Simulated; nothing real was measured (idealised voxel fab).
This section sets out a process module, namely voxel wiring stack.
Pictured: cross-section cut, 225 nm wide, on a grid of 5 nm square cells.
Cross-section, as written here: a square-cell grid given band by band from the top down, where a band holds one or more rows of cells. Quick guide to a band line: top height, bottom height (nm) up front; then every material left to right with its width in nm. Only one material and it's marked "full width"? Then it fills the band edge to edge. And "empty" just means empty space. Note: height 0 marks the level under which the wafer is uniformly one material as received. Lowest band unbounded below, written "z 0 and below". Read "30 to 40" as a graded width: first number on top, second number at the bottom, same change between each pair of neighbouring rows. "left unchanged" (step): cross-section cells unchanged, all of them. If an empty space has no open way to the top and is at least 8 cells in size, "Closed internal voids" lists it, written width x height at distance, where distance is measured from the left edge and every value is in nm. On each step's line, the part that comes after the settings is the simulator's own comment on the step. The optional step-line setting "overlay nm" applies to steps with a mask and quantifies how far to the right of its planned location the mask lay, a negative value indicating leftward placement. If you're wondering how to read the rest of this, here's the deal. It's pairs of cross-sections: one from before a process step, one from after it. The after one is only drawn as far down as the lowest band that changed. Right under each pair you'll see which step sits between them and what its settings were. Don't read the pairs as one continuous story, though. They can come from different runs of this module on the same starting wafer, and a pair only carries on from the one above it where its entry headed "Pre-step condition" says so.
# Pre-step condition
	z 180 to 160 = 30 nm resist, then 15 nm empty, then 30 nm resist, then 15 nm empty, then 30 nm resist, then 15 nm empty, then 30 nm resist, then 15 nm empty, then 45 nm resist
	z 160 to 150 = 30 nm aC, then 15 nm empty, then 10 nm resist, then 20 nm aC, then 15 nm empty, then 10 nm resist, then 20 nm aC, then 15 nm empty, then 10 nm resist, then 20 nm aC, then 15 nm empty, then 10 nm resist, then 35 nm aC
	z 150 to 145 = 30 nm lowk, then 15 nm empty, then 10 nm resist, then 20 nm lowk, then 15 nm empty, then 10 nm resist, then 20 nm lowk, then 15 nm empty, then 10 nm resist, then 20 nm lowk, then 15 nm empty, then 10 nm resist, then 35 nm lowk
	z 145 to 135 = 30 nm lowk, then 15 nm empty, then 10 nm aC, then 20 nm lowk, then 15 nm empty, then 10 nm aC, then 20 nm lowk, then 15 nm empty, then 10 nm aC, then 20 nm lowk, then 15 nm empty, then 10 nm aC, then 35 nm lowk
	z 135 to 125 = lowk full width
	z 125 to 120 = SiCN full width
	z 120 to 100 = 25 nm SiO2, then 5 nm SiCN, then 25 nm W, then 5 nm SiCN, then 10 nm SiO2, then 5 nm SiCN, then 25 nm W, then 5 nm SiCN, then 10 nm SiO2, then 5 nm SiCN, then 25 nm W, then 5 nm SiCN, then 10 nm SiO2, then 5 nm SiCN, then 25 nm W, then 5 nm SiCN, then 30 nm SiO2
	z 100 to 95 = 30 nm SiCN, then 25 nm TiN, then 20 nm SiCN, then 25 nm TiN, then 20 nm SiCN, then 25 nm TiN, then 20 nm SiCN, then 25 nm TiN, then 35 nm SiCN
	z 95 to 80 = 30 nm SiO2, then 5 nm TiN, then 5 nm Cu, then 5 nm TiN, then 75 nm SiO2, then 5 nm TiN, then 5 nm Cu, then 5 nm TiN, then 90 nm SiO2
	z 80 to 75 = 30 nm SiCN, then 15 nm TiN, then 75 nm SiCN, then 15 nm TiN, then 90 nm SiCN
	z 75 to 65 = 30 nm lowk, then 5 nm TiN, then 15 nm Cu, then 5 nm TiN, then 20 nm lowk, then 5 nm TiN, then 15 nm Cu, then 5 nm TiN, then 20 nm lowk, then 5 nm TiN, then 15 nm Cu, then 5 nm TiN, then 20 nm lowk, then 5 nm TiN, then 15 nm Cu, then 5 nm TiN, then 35 nm lowk
	z 65 to 60 = 30 nm lowk, then 5 nm TiN, then 5 nm Cu, then 15 nm TiN, then 20 nm lowk, then 5 nm TiN, then 5 nm Cu, then 15 nm TiN, then 20 nm lowk, then 5 nm TiN, then 5 nm Cu, then 15 nm TiN, then 20 nm lowk, then 5 nm TiN, then 5 nm Cu, then 15 nm TiN, then 35 nm lowk
	z 60 to 50 = 30 nm lowk, then 5 nm TiN, then 5 nm Cu, then 5 nm TiN, then 30 nm lowk, then 5 nm TiN, then 5 nm Cu, then 5 nm TiN, then 30 nm lowk, then 5 nm TiN, then 5 nm Cu, then 5 nm TiN, then 30 nm lowk, then 5 nm TiN, then 5 nm Cu, then 5 nm TiN, then 45 nm lowk
	z 50 to 45 = 30 nm SiCN, then 15 nm TiN, then 30 nm SiCN, then 15 nm TiN, then 30 nm SiCN, then 15 nm TiN, then 30 nm SiCN, then 15 nm TiN, then 45 nm SiCN
	z 45 to 20 = 30 nm SiO2, then 5 nm TiN, then 15 nm W, then 5 nm TiN, then 20 nm SiO2, then 5 nm TiN, then 15 nm W, then 5 nm TiN, then 20 nm SiO2, then 5 nm TiN, then 15 nm W, then 5 nm TiN, then 20 nm SiO2, then 5 nm TiN, then 15 nm W, then 5 nm TiN, then 35 nm SiO2
	z 20 to 15 = 30 nm SiCN, then 25 nm TiN, then 20 nm SiCN, then 25 nm TiN, then 20 nm SiCN, then 25 nm TiN, then 20 nm SiCN, then 25 nm TiN, then 35 nm SiCN
	z 15 to 0 = SiO2 full width
	z 0 and below = Si full width
	Closed internal voids: none
# Cross-Section Thereafter
	z 160 to 150 = 30 nm aC, then 25 nm empty, then 20 nm aC, then 25 nm empty, then 20 nm aC, then 25 nm empty, then 20 nm aC, then 25 nm empty, then 35 nm aC
	z 150 to 145 = 30 nm lowk, then 25 nm empty, then 20 nm lowk, then 25 nm empty, then 20 nm lowk, then 25 nm empty, then 20 nm lowk, then 25 nm empty, then 35 nm lowk
	Below 145, the layers are the same as they were.
	Closed internal voids: none
The before and after cross-sections above are linked by STRIP, etch materials resist
Pre-step condition: It is represented by the cross-section appearing after the step of the pair directly above.
# Cross-Section Thereafter
	z 160 to 150 = 30 nm aC, then 25 nm empty, then 20 nm aC, then 25 nm empty, then 20 nm aC, then 25 nm empty, then 20 nm aC, then 25 nm empty, then 35 nm aC
	z 150 to 145 = 30 nm lowk, then 25 nm empty, then 20 nm lowk, then 25 nm empty, then 20 nm lowk, then 25 nm empty, then 20 nm lowk, then 25 nm empty, then 35 nm lowk
	z 145 to 135 = 30 nm lowk, then 15 nm empty, then 10 nm aC, then 20 nm lowk, then 15 nm empty, then 10 nm aC, then 20 nm lowk, then 15 nm empty, then 10 nm aC, then 20 nm lowk, then 15 nm empty, then 10 nm aC, then 35 nm lowk
	z 135 to 125 = 30 nm lowk, then 15 nm empty, then 30 nm lowk, then 15 nm empty, then 30 nm lowk, then 15 nm empty, then 30 nm lowk, then 15 nm empty, then 45 nm lowk
	Below 125, the layers are the same as they were.
	Closed internal voids: none
The before and after cross-sections above are linked by DIRECTIONAL_ETCH, etch materials lowk, depth nm 10
Pre-step condition: It is represented by the cross-section appearing after the step of the pair directly above.
# Cross-Section Thereafter
	z 160 to 150 = 30 nm aC, then 25 nm empty, then 20 nm aC, then 25 nm empty, then 20 nm aC, then 25 nm empty, then 20 nm aC, then 25 nm empty, then 35 nm aC
	z 150 to 145 = 30 nm lowk, then 25 nm empty, then 20 nm lowk, then 25 nm empty, then 20 nm lowk, then 25 nm empty, then 20 nm lowk, then 25 nm empty, then 35 nm lowk
	z 145 to 135 = 30 nm lowk, then 15 nm empty, then 10 nm aC, then 20 nm lowk, then 15 nm empty, then 10 nm aC, then 20 nm lowk, then 15 nm empty, then 10 nm aC, then 20 nm lowk, then 15 nm empty, then 10 nm aC, then 35 nm lowk
	z 135 to 125 = 30 nm lowk, then 15 nm empty, then 30 nm lowk, then 15 nm empty, then 30 nm lowk, then 15 nm empty, then 30 nm lowk, then 15 nm empty, then 45 nm lowk
	z 125 to 120 = 30 nm SiCN, then 15 nm empty, then 30 nm SiCN, then 15 nm empty, then 30 nm SiCN, then 15 nm empty, then 30 nm SiCN, then 15 nm empty, then 45 nm SiCN
	Below 120, the layers are the same as they were.
	Closed internal voids: none
The before and after cross-sections above are linked by DIRECTIONAL_ETCH, etch materials SiCN, depth nm 5
Pre-step condition: It is represented by the cross-section appearing after the step of the pair directly above.
# Cross-Section Thereafter
	z 150 to 135 = 30 nm lowk, then 25 nm empty, then 20 nm lowk, then 25 nm empty, then 20 nm lowk, then 25 nm empty, then 20 nm lowk, then 25 nm empty, then 35 nm lowk
	Below 135, the layers are the same as they were.
	Closed internal voids: none
The before and after cross-sections above are linked by STRIP, etch materials aC
Pre-step condition: It is represented by the cross-section appearing after the step of the pair directly above.
# Cross-Section Thereafter
	z 155 to 150 = 35 nm TiN, then 15 nm empty, then 30 nm TiN, then 15 nm empty, then 30 nm TiN, then 15 nm empty, then 30 nm TiN, then 15 nm empty, then 40 nm TiN
	z 150 to 140 = 30 nm lowk, then 5 nm TiN, then 15 nm empty, then 5 nm TiN, then 20 nm lowk, then 5 nm TiN, then 15 nm empty, then 5 nm TiN, then 20 nm lowk, then 5 nm TiN, then 15 nm empty, then 5 nm TiN, then 20 nm lowk, then 5 nm TiN, then 15 nm empty, then 5 nm TiN, then 35 nm lowk
	z 140 to 135 = 30 nm lowk, then 5 nm TiN, then 5 nm empty, then 15 nm TiN, then 20 nm lowk, then 5 nm TiN, then 5 nm empty, then 15 nm TiN, then 20 nm lowk, then 5 nm TiN, then 5 nm empty, then 15 nm TiN, then 20 nm lowk, then 5 nm TiN, then 5 nm empty, then 15 nm TiN, then 35 nm lowk
	z 135 to 125 = 30 nm lowk, then 5 nm TiN, then 5 nm empty, then 5 nm TiN, then 30 nm lowk, then 5 nm TiN, then 5 nm empty, then 5 nm TiN, then 30 nm lowk, then 5 nm TiN, then 5 nm empty, then 5 nm TiN, then 30 nm lowk, then 5 nm TiN, then 5 nm empty, then 5 nm TiN, then 45 nm lowk
	z 125 to 120 = 30 nm SiCN, then 15 nm TiN, then 30 nm SiCN, then 15 nm TiN, then 30 nm SiCN, then 15 nm TiN, then 30 nm SiCN, then 15 nm TiN, then 45 nm SiCN
	Below 120, the layers are the same as they were.
	Closed internal voids: none
The before and after cross-sections above are linked by CONFORMAL_DEP, material TiN, thk nm 5
Pre-step condition: It is represented by the cross-section appearing after the step of the pair directly above.
# Cross-Section Thereafter
	z 165 to 155 = Ru full width
	z 155 to 150 = 35 nm TiN, then 15 nm Ru, then 30 nm TiN, then 15 nm Ru, then 30 nm TiN, then 15 nm Ru, then 30 nm TiN, then 15 nm Ru, then 40 nm TiN
	z 150 to 140 = 30 nm lowk, then 5 nm TiN, then 15 nm Ru, then 5 nm TiN, then 20 nm lowk, then 5 nm TiN, then 15 nm Ru, then 5 nm TiN, then 20 nm lowk, then 5 nm TiN, then 15 nm Ru, then 5 nm TiN, then 20 nm lowk, then 5 nm TiN, then 15 nm Ru, then 5 nm TiN, then 35 nm lowk
	z 140 to 135 = 30 nm lowk, then 5 nm TiN, then 5 nm Ru, then 15 nm TiN, then 20 nm lowk, then 5 nm TiN, then 5 nm Ru, then 15 nm TiN, then 20 nm lowk, then 5 nm TiN, then 5 nm Ru, then 15 nm TiN, then 20 nm lowk, then 5 nm TiN, then 5 nm Ru, then 15 nm TiN, then 35 nm lowk
	z 135 to 125 = 30 nm lowk, then 5 nm TiN, then 5 nm Ru, then 5 nm TiN, then 30 nm lowk, then 5 nm TiN, then 5 nm Ru, then 5 nm TiN, then 30 nm lowk, then 5 nm TiN, then 5 nm Ru, then 5 nm TiN, then 30 nm lowk, then 5 nm TiN, then 5 nm Ru, then 5 nm TiN, then 45 nm lowk
	Below 125, the layers are the same as they were.
	Closed internal voids: none
The before and after cross-sections above are linked by FILL_DEP, material Ru, thk nm 10
Pre-step condition: It is represented by the cross-section appearing after the step of the pair directly above.
# Cross-Section Thereafter
	z 150 to 140 = 30 nm lowk, then 5 nm TiN, then 15 nm Ru, then 5 nm TiN, then 20 nm lowk, then 5 nm TiN, then 15 nm Ru, then 5 nm TiN, then 20 nm lowk, then 5 nm TiN, then 15 nm Ru, then 5 nm TiN, then 20 nm lowk, then 5 nm TiN, then 15 nm Ru, then 5 nm TiN, then 35 nm lowk
	Below 140, the layers are the same as they were.
	Closed internal voids: none
The before and after cross-sections above are linked by CMP, height nm 150
Pre-step condition: It is represented by the cross-section appearing after the step of the pair directly above.
# Cross-Section Thereafter
	z 155 to 150 = SiCN full width
	Below 150, the layers are the same as they were.
	Closed internal voids: none
The before and after cross-sections above are linked by CONFORMAL_DEP, material SiCN, thk nm 5
# Pre-step condition
	z 15 to 0 = SiO2 full width
	z 0 and below = Si full width
	Closed internal voids: none
# Cross-Section Thereafter
	z 40 to 0 = SiO2 full width
	Below 0, the layers are the same as they were.
	Closed internal voids: none
The before and after cross-sections above are linked by DIRECTIONAL_DEP, material SiO2, thk nm 25
Pre-step condition: It is represented by the cross-section appearing after the step of the pair directly above.
# Cross-Section Thereafter
	z 55 to 40 = 30 nm resist, then 25 nm empty, then 20 nm resist, then 25 nm empty, then 20 nm resist, then 25 nm empty, then 20 nm resist, then 25 nm empty, then 35 nm resist
	Below 40, the layers are the same as they were.
	Closed internal voids: none
The before and after cross-sections above are linked by PATTERN, tone open, mask id METAL_1, material resist, width nm 25, pitch nm 45, thk nm 15, overlay nm 0
Pre-step condition: It is represented by the cross-section appearing after the step of the pair directly above.
# Cross-Section Thereafter
	z 55 to 40 = 30 nm resist, then 25 nm empty, then 20 nm resist, then 25 nm empty, then 20 nm resist, then 25 nm empty, then 20 nm resist, then 25 nm empty, then 35 nm resist
	z 40 to 15 = 30 nm SiO2, then 25 nm empty, then 20 nm SiO2, then 25 nm empty, then 20 nm SiO2, then 25 nm empty, then 20 nm SiO2, then 25 nm empty, then 35 nm SiO2
	Below 15, the layers are the same as they were.
	Closed internal voids: none
The before and after cross-sections above are linked by DIRECTIONAL_ETCH, etch materials SiO2, depth nm 25
Pre-step condition: It is represented by the cross-section appearing after the step of the pair directly above.
# Cross-Section Thereafter
	z 40 to 15 = 30 nm SiO2, then 25 nm empty, then 20 nm SiO2, then 25 nm empty, then 20 nm SiO2, then 25 nm empty, then 20 nm SiO2, then 25 nm empty, then 35 nm SiO2
	Below 15, the layers are the same as they were.
	Closed internal voids: none
The before and after cross-sections above are linked by STRIP, etch materials resist
Pre-step condition: It is represented by the cross-section appearing after the step of the pair directly above.
# Cross-Section Thereafter
	z 45 to 40 = 35 nm TiN, then 15 nm empty, then 30 nm TiN, then 15 nm empty, then 30 nm TiN, then 15 nm empty, then 30 nm TiN, then 15 nm empty, then 40 nm TiN
	z 40 to 20 = 30 nm SiO2, then 5 nm TiN, then 15 nm empty, then 5 nm TiN, then 20 nm SiO2, then 5 nm TiN, then 15 nm empty, then 5 nm TiN, then 20 nm SiO2, then 5 nm TiN, then 15 nm empty, then 5 nm TiN, then 20 nm SiO2, then 5 nm TiN, then 15 nm empty, then 5 nm TiN, then 35 nm SiO2
	z 20 to 15 = 30 nm SiO2, then 25 nm TiN, then 20 nm SiO2, then 25 nm TiN, then 20 nm SiO2, then 25 nm TiN, then 20 nm SiO2, then 25 nm TiN, then 35 nm SiO2
	Below 15, the layers are the same as they were.
	Closed internal voids: none
The before and after cross-sections above are linked by CONFORMAL_DEP, material TiN, thk nm 5
Pre-step condition: It is represented by the cross-section appearing after the step of the pair directly above.
# Cross-Section Thereafter
	z 50 to 45 = W full width
	z 45 to 40 = 35 nm TiN, then 15 nm W, then 30 nm TiN, then 15 nm W, then 30 nm TiN, then 15 nm W, then 30 nm TiN, then 15 nm W, then 40 nm TiN
	z 40 to 20 = 30 nm SiO2, then 5 nm TiN, then 15 nm W, then 5 nm TiN, then 20 nm SiO2, then 5 nm TiN, then 15 nm W, then 5 nm TiN, then 20 nm SiO2, then 5 nm TiN, then 15 nm W, then 5 nm TiN, then 20 nm SiO2, then 5 nm TiN, then 15 nm W, then 5 nm TiN, then 35 nm SiO2
	Below 20, the layers are the same as they were.
	Closed internal voids: none
The before and after cross-sections above are linked by FILL_DEP, material W, thk nm 5
Pre-step condition: It is represented by the cross-section appearing after the step of the pair directly above.
# Cross-Section Thereafter
	z 45 to 40 = 35 nm TiN, then 15 nm W, then 30 nm TiN, then 15 nm W, then 30 nm TiN, then 15 nm W, then 30 nm TiN, then 15 nm W, then 40 nm TiN
	Below 40, the layers are the same as they were.
	Closed internal voids: none
The before and after cross-sections above are linked by CMP, height nm 45
Pre-step condition: It is represented by the cross-section appearing after the step of the pair directly above.
# Cross-Section Thereafter
	z 50 to 45 = SiCN full width
	Below 45, the layers are the same as they were.
	Closed internal voids: none
The before and after cross-sections above are linked by CONFORMAL_DEP, material SiCN, thk nm 5
Pre-step condition: It is represented by the cross-section appearing after the step of the pair directly above.
# Cross-Section Thereafter
	z 75 to 50 = lowk full width
	Below 50, the layers are the same as they were.
	Closed internal voids: none
The before and after cross-sections above are linked by DIRECTIONAL_DEP, material lowk, thk nm 25
Pre-step condition: It is represented by the cross-section appearing after the step of the pair directly above.
# Cross-Section Thereafter
	z 90 to 75 = 30 nm resist, then 25 nm empty, then 20 nm resist, then 25 nm empty, then 20 nm resist, then 25 nm empty, then 20 nm resist, then 25 nm empty, then 35 nm resist
	Below 75, the layers are the same as they were.
	Closed internal voids: none
The before and after cross-sections above are linked by PATTERN, tone open, mask id METAL_2, material resist, width nm 25, pitch nm 45, thk nm 15, overlay nm 0
Pre-step condition: It is represented by the cross-section appearing after the step of the pair directly above.
# Cross-Section Thereafter
	z 90 to 75 = 30 nm resist, then 25 nm empty, then 20 nm resist, then 25 nm empty, then 20 nm resist, then 25 nm empty, then 20 nm resist, then 25 nm empty, then 35 nm resist
	z 75 to 60 = 30 nm lowk, then 25 nm empty, then 20 nm lowk, then 25 nm empty, then 20 nm lowk, then 25 nm empty, then 20 nm lowk, then 25 nm empty, then 35 nm lowk
	Below 60, the layers are the same as they were.
	Closed internal voids: none
The before and after cross-sections above are linked by DIRECTIONAL_ETCH, etch materials lowk, depth nm 15
Pre-step condition: It is represented by the cross-section appearing after the step of the pair directly above.
# Cross-Section Thereafter
	z 75 to 60 = 30 nm lowk, then 25 nm empty, then 20 nm lowk, then 25 nm empty, then 20 nm lowk, then 25 nm empty, then 20 nm lowk, then 25 nm empty, then 35 nm lowk
	Below 60, the layers are the same as they were.
	Closed internal voids: none
The before and after cross-sections above are linked by STRIP, etch materials resist
Pre-step condition: It is represented by the cross-section appearing after the step of the pair directly above.
# Cross-Section Thereafter
	z 90 to 75 = 30 nm resist, then 15 nm empty, then 30 nm resist, then 15 nm empty, then 30 nm resist, then 15 nm empty, then 30 nm resist, then 15 nm empty, then 45 nm resist
	z 75 to 60 = 30 nm lowk, then 15 nm empty, then 10 nm resist, then 20 nm lowk, then 15 nm empty, then 10 nm resist, then 20 nm lowk, then 15 nm empty, then 10 nm resist, then 20 nm lowk, then 15 nm empty, then 10 nm resist, then 35 nm lowk
	Below 60, the layers are the same as they were.
	Closed internal voids: none
The before and after cross-sections above are linked by PATTERN, tone open, mask id METAL_2_HOLES, material resist, width nm 15, pitch nm 45, thk nm 15, overlay nm 0
Pre-step condition: It is represented by the cross-section appearing after the step of the pair directly above.
# Cross-Section Thereafter
	z 90 to 75 = 30 nm resist, then 15 nm empty, then 30 nm resist, then 15 nm empty, then 30 nm resist, then 15 nm empty, then 30 nm resist, then 15 nm empty, then 45 nm resist
	z 75 to 60 = 30 nm lowk, then 15 nm empty, then 10 nm resist, then 20 nm lowk, then 15 nm empty, then 10 nm resist, then 20 nm lowk, then 15 nm empty, then 10 nm resist, then 20 nm lowk, then 15 nm empty, then 10 nm resist, then 35 nm lowk
	z 60 to 50 = 30 nm lowk, then 15 nm empty, then 30 nm lowk, then 15 nm empty, then 30 nm lowk, then 15 nm empty, then 30 nm lowk, then 15 nm empty, then 45 nm lowk
	Below 50, the layers are the same as they were.
	Closed internal voids: none
The before and after cross-sections above are linked by DIRECTIONAL_ETCH, etch materials lowk, depth nm 10
Pre-step condition: It is represented by the cross-section appearing after the step of the pair directly above.
# Cross-Section Thereafter
	z 90 to 75 = 30 nm resist, then 15 nm empty, then 30 nm resist, then 15 nm empty, then 30 nm resist, then 15 nm empty, then 30 nm resist, then 15 nm empty, then 45 nm resist
	z 75 to 60 = 30 nm lowk, then 15 nm empty, then 10 nm resist, then 20 nm lowk, then 15 nm empty, then 10 nm resist, then 20 nm lowk, then 15 nm empty, then 10 nm resist, then 20 nm lowk, then 15 nm empty, then 10 nm resist, then 35 nm lowk
	z 60 to 50 = 30 nm lowk, then 15 nm empty, then 30 nm lowk, then 15 nm empty, then 30 nm lowk, then 15 nm empty, then 30 nm lowk, then 15 nm empty, then 45 nm lowk
	z 50 to 45 = 30 nm SiCN, then 15 nm empty, then 30 nm SiCN, then 15 nm empty, then 30 nm SiCN, then 15 nm empty, then 30 nm SiCN, then 15 nm empty, then 45 nm SiCN
	Below 45, the layers are the same as they were.
	Closed internal voids: none
The before and after cross-sections above are linked by DIRECTIONAL_ETCH, etch materials SiCN, depth nm 5
Pre-step condition: It is represented by the cross-section appearing after the step of the pair directly above.
# Cross-Section Thereafter
	z 75 to 60 = 30 nm lowk, then 25 nm empty, then 20 nm lowk, then 25 nm empty, then 20 nm lowk, then 25 nm empty, then 20 nm lowk, then 25 nm empty, then 35 nm lowk
	Below 60, the layers are the same as they were.
	Closed internal voids: none
The before and after cross-sections above are linked by STRIP, etch materials resist
Pre-step condition: It is represented by the cross-section appearing after the step of the pair directly above.
# Cross-Section Thereafter
	z 80 to 75 = 35 nm TiN, then 15 nm empty, then 30 nm TiN, then 15 nm empty, then 30 nm TiN, then 15 nm empty, then 30 nm TiN, then 15 nm empty, then 40 nm TiN
	z 75 to 65 = 30 nm lowk, then 5 nm TiN, then 15 nm empty, then 5 nm TiN, then 20 nm lowk, then 5 nm TiN, then 15 nm empty, then 5 nm TiN, then 20 nm lowk, then 5 nm TiN, then 15 nm empty, then 5 nm TiN, then 20 nm lowk, then 5 nm TiN, then 15 nm empty, then 5 nm TiN, then 35 nm lowk
	z 65 to 60 = 30 nm lowk, then 5 nm TiN, then 5 nm empty, then 15 nm TiN, then 20 nm lowk, then 5 nm TiN, then 5 nm empty, then 15 nm TiN, then 20 nm lowk, then 5 nm TiN, then 5 nm empty, then 15 nm TiN, then 20 nm lowk, then 5 nm TiN, then 5 nm empty, then 15 nm TiN, then 35 nm lowk
	z 60 to 50 = 30 nm lowk, then 5 nm TiN, then 5 nm empty, then 5 nm TiN, then 30 nm lowk, then 5 nm TiN, then 5 nm empty, then 5 nm TiN, then 30 nm lowk, then 5 nm TiN, then 5 nm empty, then 5 nm TiN, then 30 nm lowk, then 5 nm TiN, then 5 nm empty, then 5 nm TiN, then 45 nm lowk
	z 50 to 45 = 30 nm SiCN, then 15 nm TiN, then 30 nm SiCN, then 15 nm TiN, then 30 nm SiCN, then 15 nm TiN, then 30 nm SiCN, then 15 nm TiN, then 45 nm SiCN
	Below 45, the layers are the same as they were.
	Closed internal voids: none
The before and after cross-sections above are linked by CONFORMAL_DEP, material TiN, thk nm 5
Pre-step condition: It is represented by the cross-section appearing after the step of the pair directly above.
# Cross-Section Thereafter
	z 85 to 80 = Cu full width
	z 80 to 75 = 35 nm TiN, then 15 nm Cu, then 30 nm TiN, then 15 nm Cu, then 30 nm TiN, then 15 nm Cu, then 30 nm TiN, then 15 nm Cu, then 40 nm TiN
	z 75 to 65 = 30 nm lowk, then 5 nm TiN, then 15 nm Cu, then 5 nm TiN, then 20 nm lowk, then 5 nm TiN, then 15 nm Cu, then 5 nm TiN, then 20 nm lowk, then 5 nm TiN, then 15 nm Cu, then 5 nm TiN, then 20 nm lowk, then 5 nm TiN, then 15 nm Cu, then 5 nm TiN, then 35 nm lowk
	z 65 to 60 = 30 nm lowk, then 5 nm TiN, then 5 nm Cu, then 15 nm TiN, then 20 nm lowk, then 5 nm TiN, then 5 nm Cu, then 15 nm TiN, then 20 nm lowk, then 5 nm TiN, then 5 nm Cu, then 15 nm TiN, then 20 nm lowk, then 5 nm TiN, then 5 nm Cu, then 15 nm TiN, then 35 nm lowk
	z 60 to 50 = 30 nm lowk, then 5 nm TiN, then 5 nm Cu, then 5 nm TiN, then 30 nm lowk, then 5 nm TiN, then 5 nm Cu, then 5 nm TiN, then 30 nm lowk, then 5 nm TiN, then 5 nm Cu, then 5 nm TiN, then 30 nm lowk, then 5 nm TiN, then 5 nm Cu, then 5 nm TiN, then 45 nm lowk
	Below 50, the layers are the same as they were.
	Closed internal voids: none
The before and after cross-sections above are linked by FILL_DEP, material Cu, thk nm 5
Pre-step condition: It is represented by the cross-section appearing after the step of the pair directly above.
# Cross-Section Thereafter
	z 75 to 65 = 30 nm lowk, then 5 nm TiN, then 15 nm Cu, then 5 nm TiN, then 20 nm lowk, then 5 nm TiN, then 15 nm Cu, then 5 nm TiN, then 20 nm lowk, then 5 nm TiN, then 15 nm Cu, then 5 nm TiN, then 20 nm lowk, then 5 nm TiN, then 15 nm Cu, then 5 nm TiN, then 35 nm lowk
	Below 65, the layers are the same as they were.
	Closed internal voids: none
The before and after cross-sections above are linked by CMP, height nm 75
Pre-step condition: It is represented by the cross-section appearing after the step of the pair directly above.
# Cross-Section Thereafter
	z 80 to 75 = SiCN full width
	Below 75, the layers are the same as they were.
	Closed internal voids: none
The before and after cross-sections above are linked by CONFORMAL_DEP, material SiCN, thk nm 5
Pre-step condition: It is represented by the cross-section appearing after the step of the pair directly above.
# Cross-Section Thereafter
	z 95 to 80 = SiO2 full width
	Below 80, the layers are the same as they were.
	Closed internal voids: none
The before and after cross-sections above are linked by DIRECTIONAL_DEP, material SiO2, thk nm 15
Pre-step condition: It is represented by the cross-section appearing after the step of the pair directly above.
# Cross-Section Thereafter
	z 110 to 95 = 30 nm resist, then 15 nm empty, then 75 nm resist, then 15 nm empty, then 90 nm resist
	Below 95, the layers are the same as they were.
	Closed internal voids: none
The before and after cross-sections above are linked by PATTERN, tone open, mask id PLUG_2, material resist, width nm 15, pitch nm 90, thk nm 15, overlay nm 0
Pre-step condition: It is represented by the cross-section appearing after the step of the pair directly above.
# Cross-Section Thereafter
	z 110 to 95 = 30 nm resist, then 15 nm empty, then 75 nm resist, then 15 nm empty, then 90 nm resist
	z 95 to 80 = 30 nm SiO2, then 15 nm empty, then 75 nm SiO2, then 15 nm empty, then 90 nm SiO2
	Below 80, the layers are the same as they were.
	Closed internal voids: none
The before and after cross-sections above are linked by DIRECTIONAL_ETCH, etch materials SiO2, depth nm 15
Pre-step condition: It is represented by the cross-section appearing after the step of the pair directly above.
# Cross-Section Thereafter
	z 110 to 95 = 30 nm resist, then 15 nm empty, then 75 nm resist, then 15 nm empty, then 90 nm resist
	z 95 to 80 = 30 nm SiO2, then 15 nm empty, then 75 nm SiO2, then 15 nm empty, then 90 nm SiO2
	z 80 to 75 = 30 nm SiCN, then 15 nm empty, then 75 nm SiCN, then 15 nm empty, then 90 nm SiCN
	Below 75, the layers are the same as they were.
	Closed internal voids: none
The before and after cross-sections above are linked by DIRECTIONAL_ETCH, etch materials SiCN, depth nm 5
Pre-step condition: It is represented by the cross-section appearing after the step of the pair directly above.
# Cross-Section Thereafter
	z 95 to 80 = 30 nm SiO2, then 15 nm empty, then 75 nm SiO2, then 15 nm empty, then 90 nm SiO2
	Below 80, the layers are the same as they were.
	Closed internal voids: none
The before and after cross-sections above are linked by STRIP, etch materials resist
Pre-step condition: It is represented by the cross-section appearing after the step of the pair directly above.
# Cross-Section Thereafter
	z 100 to 95 = 35 nm TiN, then 5 nm empty, then 85 nm TiN, then 5 nm empty, then 95 nm TiN
	z 95 to 80 = 30 nm SiO2, then 5 nm TiN, then 5 nm empty, then 5 nm TiN, then 75 nm SiO2, then 5 nm TiN, then 5 nm empty, then 5 nm TiN, then 90 nm SiO2
	z 80 to 75 = 30 nm SiCN, then 15 nm TiN, then 75 nm SiCN, then 15 nm TiN, then 90 nm SiCN
	Below 75, the layers are the same as they were.
	Closed internal voids: none
The before and after cross-sections above are linked by CONFORMAL_DEP, material TiN, thk nm 5
Pre-step condition: It is represented by the cross-section appearing after the step of the pair directly above.
# Cross-Section Thereafter
	z 105 to 100 = Cu full width
	z 100 to 95 = 35 nm TiN, then 5 nm Cu, then 85 nm TiN, then 5 nm Cu, then 95 nm TiN
	z 95 to 80 = 30 nm SiO2, then 5 nm TiN, then 5 nm Cu, then 5 nm TiN, then 75 nm SiO2, then 5 nm TiN, then 5 nm Cu, then 5 nm TiN, then 90 nm SiO2
	Below 80, the layers are the same as they were.
	Closed internal voids: none
The before and after cross-sections above are linked by FILL_DEP, material Cu, thk nm 5
Pre-step condition: It is represented by the cross-section appearing after the step of the pair directly above.
# Cross-Section Thereafter
	z 95 to 80 = 30 nm SiO2, then 5 nm TiN, then 5 nm Cu, then 5 nm TiN, then 75 nm SiO2, then 5 nm TiN, then 5 nm Cu, then 5 nm TiN, then 90 nm SiO2
	Below 80, the layers are the same as they were.
	Closed internal voids: none
The before and after cross-sections above are linked by CMP, height nm 95
Pre-step condition: It is represented by the cross-section appearing after the step of the pair directly above.
# Cross-Section Thereafter
	z 100 to 95 = TiN full width
	Below 95, the layers are the same as they were.
	Closed internal voids: none
The before and after cross-sections above are linked by DIRECTIONAL_DEP, material TiN, thk nm 5
Pre-step condition: It is represented by the cross-section appearing after the step of the pair directly above.
# Cross-Section Thereafter
	z 120 to 100 = W full width
	Below 100, the layers are the same as they were.
	Closed internal voids: none
The before and after cross-sections above are linked by DIRECTIONAL_DEP, material W, thk nm 20
Pre-step condition: It is represented by the cross-section appearing after the step of the pair directly above.
# Cross-Section Thereafter
	z 130 to 120 = aC full width
	Below 120, the layers are the same as they were.
	Closed internal voids: none
The before and after cross-sections above are linked by DIRECTIONAL_DEP, material aC, thk nm 10
Pre-step condition: It is represented by the cross-section appearing after the step of the pair directly above.
# Cross-Section Thereafter
	z 155 to 130 = 30 nm empty, then 25 nm resist, then 20 nm empty, then 25 nm resist, then 20 nm empty, then 25 nm resist, then 20 nm empty, then 25 nm resist, then 35 nm empty
	Below 130, the layers are the same as they were.
	Closed internal voids: none
The before and after cross-sections above are linked by PATTERN, tone cover, mask id METAL_3, material resist, width nm 25, pitch nm 45, thk nm 25, overlay nm 0
